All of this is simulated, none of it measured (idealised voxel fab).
This section sets out a process module, namely voxel wiring stack.
Cross-sectional view cut (width: 180 nm; square cell size: 5 nm).
This document writes a cross-section as a grid whose cells are square, and gives it as bands, listed from the top down; one or more rows of cells form a band.
It is stipulated that each band's entry specify, in nanometres, the height of the top of the band and then that of its bottom, followed by the materials of the band in left-to-right sequence, each together with its width in nanometres. A single material marked by the word "all across" is understood to fill the band from edge to edge; the word "air" is understood to denote empty space.
Height datum 0, below which the as-received substrate wafer is one material. Lowest band open at the bottom, running downward: "0..down".
You'd read "30->40" like this: the band's top row of cells is as wide as the first number, its bottom row is as wide as the second, and going down, every row changes width by the same amount as the row before did.
"no change" after a step means that no cell of the cross-section changed.
Voids not open to the top, 8 cells minimum: see "Sealed internal cavities". Written width x height at distance; distance is from the left edge; nm.
Post-settings text on a step line: simulator's own remark regarding the step.
The setting "overlay nm" may be written on the line of a step. When the step uses a mask, the value reports how far to the right of the planned place the mask lay, and a negative value reports that it lay to the left.
THE FOLLOWING LIST GIVES THE PLANNED PROCESS STEPS
1: RECEIVE [material Si]
2: CONFORMAL_DEP [material SiO2] [thk nm 10]
3: DIRECTIONAL_DEP [material TiN] [thk nm 5]
4: DIRECTIONAL_DEP [material W] [thk nm 15]
5: DIRECTIONAL_DEP [material aC] [thk nm 15]
6: PATTERN [tone cover] [mask id METAL_1] [material resist] [width nm 20] [pitch nm 45] [thk nm 30] [overlay nm 0]
7: DIRECTIONAL_ETCH [etch materials aC] [depth nm 15]
8: STRIP [etch materials resist]
9: DIRECTIONAL_ETCH [etch materials W] [depth nm 15]
10: DIRECTIONAL_ETCH [etch materials TiN] [depth nm 5]
11: STRIP [etch materials aC]
12: FILL_DEP [material SiO2] [thk nm 10]
13: CMP [height nm 30]
14: CONFORMAL_DEP [material SiCN] [thk nm 5]
15: DIRECTIONAL_DEP [material lowk] [thk nm 35]
16: DIRECTIONAL_DEP [material aC] [thk nm 15]
17: PATTERN [tone open] [mask id METAL_2_HOLES] [material resist] [width nm 15] [thk nm 35] [overlay nm 0]
18: DIRECTIONAL_ETCH [etch materials aC] [depth nm 15]
19: STRIP [etch materials resist]
20: DIRECTIONAL_ETCH [etch materials lowk] [depth nm 35]
21: STRIP [etch materials aC]
22: DIRECTIONAL_DEP [material aC] [thk nm 15]
23: PATTERN [tone open] [mask id METAL_2] [material resist] [width nm 20] [pitch nm 45] [thk nm 30] [overlay nm -15]
24: DIRECTIONAL_ETCH [etch materials aC] [depth nm 15]
25: STRIP [etch materials resist]
26: DIRECTIONAL_ETCH [etch materials lowk] [depth nm 20]
27: DIRECTIONAL_ETCH [etch materials SiCN] [depth nm 5]
28: STRIP [etch materials aC]
29: CONFORMAL_DEP [material TiN] [thk nm 5]
30: FILL_DEP [material Cu] [thk nm 5]
31: CMP [height nm 70]
32: CONFORMAL_DEP [material SiN] [thk nm 5]
Keep in mind the plan's value for the overlay nm of step 23 comes from the first wafer; the wafers don't share that setting, but they do share the same starting point.
THE FIRST OF SEVERAL WAFERS IN CROSS-SECTION, EXACTLY AS IT REACHED US AFTER STEP 1
- 0..down  Si all across
- Sealed internal cavities: none
ONCE STEP 32, THE LAST STEP, IS COMPLETE, THE MODULE IS AT ITS END; THIS IS THE CROSS-SECTION OF THE FIRST OF SEVERAL WAFERS
- 75..70  SiN all across
- 70..55  lowk=40 / TiN=5 / Cu=20 / TiN=5 / lowk=15 / TiN=5 / Cu=10 / TiN=5 / lowk=75
- 55..50  lowk=40 / TiN=20 / Cu=5 / TiN=5 / lowk=15 / TiN=20 / lowk=75
- 50..40  lowk=55 / TiN=5 / Cu=5 / TiN=5 / lowk=110
- 40..35  lowk=55 / TiN=15 / lowk=110
- 35..30  SiCN=55 / TiN=5 / SiCN=120
- 30..15  SiO2=55 / W=20 / SiO2=25 / W=20 / SiO2=60
- 15..10  SiO2=55 / TiN=20 / SiO2=25 / TiN=20 / SiO2=60
- 10..0  SiO2 all across
- 0..down  Si all across
- Sealed internal cavities: none
AT THE END OF THE MODULE, THE LAST OF SEVERAL WAFERS IN CROSS-SECTION
- 75..70  SiN all across
- 70..55  lowk=55 / TiN=5 / Cu=25 / TiN=5 / lowk=25 / TiN=5 / Cu=10 / TiN=5 / lowk=45
- 55..50  lowk=55 / TiN=5 / Cu=5 / TiN=25 / lowk=25 / TiN=20 / lowk=45
- 50..40  lowk=55 / TiN=5 / Cu=5 / TiN=5 / lowk=110
- 40..35  lowk=55 / TiN=15 / lowk=110
- 35..30  SiCN all across
- 30..15  SiO2=55 / W=20 / SiO2=25 / W=20 / SiO2=60
- 15..10  SiO2=55 / TiN=20 / SiO2=25 / TiN=20 / SiO2=60
- 10..0  SiO2 all across
- 0..down  Si all across
- Sealed internal cavities: none
WHAT FOLLOWS IS A TABLE IN WHICH EACH WAFER OCCUPIES A ROW; FOR THE WAFER AS IT STANDS AT THE CLOSE OF THE MODULE, THE ROW STATES, MATERIAL BY MATERIAL, HOW MANY CELLS HAVE BEEN GAINED (+) OR LOST (-) SINCE RECEIPT, AND THEN GIVES ITS CLOSED VOIDS
overlay nm -15, +21 Cu, +35 SiCN, +36 SiN, +184 SiO2, +37 TiN, +24 W, +203 lowk, Sealed internal cavities: none
overlay nm -10, +18 Cu, +34 SiCN, +36 SiN, +184 SiO2, +37 TiN, +24 W, +207 lowk, Sealed internal cavities: none
overlay nm -5, +16 Cu, +33 SiCN, +36 SiN, +184 SiO2, +36 TiN, +24 W, +211 lowk, Sealed internal cavities: none
overlay nm 0, +16 Cu, +33 SiCN, +36 SiN, +184 SiO2, +36 TiN, +24 W, +211 lowk, Sealed internal cavities: none
overlay nm 5, +18 Cu, +34 SiCN, +36 SiN, +184 SiO2, +37 TiN, +24 W, +207 lowk, Sealed internal cavities: none
overlay nm 10, +21 Cu, +35 SiCN, +36 SiN, +184 SiO2, +37 TiN, +24 W, +203 lowk, Sealed internal cavities: none
overlay nm 15, +24 Cu, +36 SiCN, +36 SiN, +184 SiO2, +37 TiN, +24 W, +199 lowk, Sealed internal cavities: none
